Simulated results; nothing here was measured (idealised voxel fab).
The following is a process module called voxel quadruple lines.
Shown is cross-section cut, with a width of 245 nm and square cells of size 5 nm.
When this document writes out a cross-section, it uses a grid of square cells and lists it as bands, beginning at the top and moving down, with a band standing for one or more rows of cells.
Band: top height; bottom height; in nm. Then, left to right: material with width in nm, for each material. "all across": a single material spanning edge to edge. "air": empty space.
All heights in this document are referenced to 0, defined as the level beneath which the wafer, as received, consists entirely of one material. The lowest band is not bounded below; it extends indefinitely downward and is written in the form "0 -> down".
A two-number width, for instance "30->40", indicates that the width is equal to the first number in the top row of the band and to the second number in the bottom row, and that it changes by a constant amount per row of cells.
Given "no change occurred" for a step, no cell of the cross-section differs between before and after that step.
Look at "Enclosed voids" for the closed voids: empty spaces with no open path to the top, sized 8 cells or up. Each is width x height at distance, distance from the left edge, all nm.
What comes after the settings on a step's line is commentary from the simulator itself on that step.
"overlay nm" on a masked step: distance the mask lay right of its planned place, negative for left.
[This section lists the process steps that were planned]
1 RECEIVE | material Si
2 CONFORMAL_DEP | material Al2O3 | thk nm 5
3 DIRECTIONAL_DEP | material TiN | thk nm 10
4 DIRECTIONAL_DEP | material polySi | thk nm 20
5 DIRECTIONAL_DEP | material aC | thk nm 25
6 PATTERN | tone cover | mask id MANDREL | material resist | width nm 35 | pitch nm 100 | thk nm 30 | overlay nm 0
7 DIRECTIONAL_ETCH | etch materials aC | depth nm 25
8 STRIP | etch materials resist
9 CONFORMAL_DEP | material SiO2 | thk nm 15
10 DIRECTIONAL_ETCH | etch materials SiO2 | depth nm 15
11 STRIP | etch materials aC
12 DIRECTIONAL_ETCH | etch materials polySi | depth nm 20
13 STRIP | etch materials SiO2
14 CONFORMAL_DEP | material SiCN | thk nm 10
15 DIRECTIONAL_ETCH | etch materials SiCN | depth nm 10
16 STRIP | etch materials polySi
17 DIRECTIONAL_ETCH | etch materials TiN | depth nm 10
18 STRIP | etch materials SiCN
[Wafer as received: cross-section following step 1]
0 -> down  Si all across
Enclosed voids: none
[Here's the wafer cut in cross-section after the module, started and planned just like above, except one thing was done wrong in the run]
15 -> 5  air 40 nm, TiN 10 nm, air 15 nm, TiN 10 nm, air 15 nm, TiN 10 nm, air 15 nm, TiN 10 nm, air 15 nm, TiN 10 nm, air 15 nm, TiN 10 nm, air 15 nm, TiN 10 nm, air 15 nm, TiN 10 nm, air 20 nm
5 -> 0  Al2O3 all across
0 -> down  Si all across
Enclosed voids: none
Deviation noted in wafer processing: off-plan run, step 6, actual operation and settings PATTERN | tone cover | mask id MANDREL | material resist | width nm 35 | pitch nm 100 | thk nm 30 | overlay nm 10
